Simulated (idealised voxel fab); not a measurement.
process module | voxel trench capacitor
cross-section cut | 275 nm wide | cells 5 nm
A cross-section is a grid of square cells, given in bands from the top down. A band is one or more rows of cells.
Each band's line starts with the height of the band's top and of its bottom, in nm. Then come its materials from left to right, each with its width in nm. One material with "throughout" fills the band from edge to edge. "air" is empty space.
Height 0 is the level under which the wafer as received is all one material. The lowest band goes on downwards, as in "0 down".
A width such as "30 to 40" changes by the same amount from each row of cells to the next, from the band's top row to its bottom row.
"no change" after a step means that no cell of the cross-section changed.
closed voids: empty space of 8 cells or more with no open way to the top, each as width x height at its distance from the left edge, in nm
after a step's settings: what the simulator itself notes on the step
overlay nm, on a step with a mask: how far to the right of its planned place the mask lay; to the left if negative
plan
1 op RECEIVE | material Si
2 op CONFORMAL_DEP | material SiN | thk nm 10
3 op DIRECTIONAL_DEP | material aC | thk nm 10
4 op PATTERN | tone open | mask id TRENCH | material resist | width nm 25 | pitch nm 45 | thk nm 30 | overlay nm 0
5 op DIRECTIONAL_ETCH | etch materials aC | depth nm 10
6 op STRIP | etch materials resist
7 op DIRECTIONAL_ETCH | etch materials SiN | depth nm 10
8 op DIRECTIONAL_ETCH | etch materials Si | depth nm 25
9 op STRIP | etch materials aC
10 op CONFORMAL_DEP | material HfO2 | thk nm 5
11 op CONFORMAL_DEP | material TiN | thk nm 5
12 op FILL_DEP | material W | thk nm 10
13 op CMP | height nm 10
as received, after step 1
  0 down: Si throughout
  closed voids: none
a wafer at the end: this start, this plan, one mistake
  10 to 0: TiN throughout
  0 down: Si throughout
  closed voids: none
what went wrong: step 2 ran as: op CONFORMAL_DEP | material TiN | thk nm 10
